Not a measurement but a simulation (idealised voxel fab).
Title: Process Module voxel self aligned contacts
The figure presents cross-section cut, which has a width of 300 nm and is divided into square cells with an edge length of 5 nm.
Throughout this document, each cross-section is represented as a grid of square cells and is presented as a sequence of bands enumerated from the top downward, where a band comprises one or more rows of cells. Quick guide to a band line: top height, bottom height (nm) up front; then every material left to right with its width in nm. Only one material and it's marked "throughout"? Then it fills the band edge to edge. And "empty" just means empty space. Where do heights start? At 0: under that level the wafer as delivered is made of one material only. And the lowest band has no floor; it just carries on downward, as in "0 and below". Per-row width for "30..40": begins at first number (top row of band), ends at second number (bottom row), increment between rows held constant. A step reported as "identical to before" is a step in which no cell of the cross-section changed. In the "Trapped cavities" entry, you get each enclosed empty space of 8 cells or more, one with no open way to the top, written width x height at distance, distance from the left edge, in nm. Whatever follows a step's settings on its line is a remark the simulator itself makes about that step. You can add "overlay nm" to a step's line. For a step with a mask, it describes how far the mask lay to the right of its planned position, and a negative number describes a lay to the left.

Process steps foreseen in the plan:
1. RECEIVE, material Si
2. OXIDIZE, depth nm 5
3. DIRECTIONAL_DEP, material polySi, thk nm 30
4. DIRECTIONAL_DEP, material SiN, thk nm 20
5. DIRECTIONAL_DEP, material aC, thk nm 10
6. PATTERN, tone cover, mask id GATE, material resist, width nm 25, pitch nm 50, thk nm 25, overlay nm 0
7. DIRECTIONAL_ETCH, etch materials aC, depth nm 10
8. STRIP, etch materials resist
9. DIRECTIONAL_ETCH, etch materials SiN, depth nm 20
10. DIRECTIONAL_ETCH, etch materials polySi, depth nm 30
11. STRIP, etch materials aC
12. CONFORMAL_DEP, material SiN, thk nm 5
13. DIRECTIONAL_ETCH, etch materials SiN, depth nm 5
14. FILL_DEP, material SiO2, thk nm 10
15. CMP, height nm 55
16. PATTERN, tone open, mask id CONTACT, material resist, width nm 35, pitch nm 50, thk nm 15, overlay nm 0
17. DIRECTIONAL_ETCH, etch materials SiO2, depth nm 60
18. STRIP, etch materials resist
19. CONFORMAL_DEP, material TiN, thk nm 5
20. FILL_DEP, material W, thk nm 5
21. CMP, height nm 55
22. CONFORMAL_DEP, material SiCN, thk nm 5

Wafer at receipt (post step 1), cross-section:
    0 and below | Si throughout
    Trapped cavities: none

Wafer at module end, in section. Began as above, planned as above, run with one mistake:
    60 down to 55 | SiCN throughout
    55 down to 30 | SiN throughout
    30 down to 0 | SiN 85 nm; polySi 25 nm; SiN 25 nm; polySi 25 nm; SiN 25 nm; polySi 25 nm; SiN 90 nm
    0 down to -5 | SiO2 throughout
    -5 and below | Si throughout
    Trapped cavities: none
So what did we get wrong on this run? step 14 was not run as planned; what actually ran was FILL_DEP, material SiN, thk nm 10
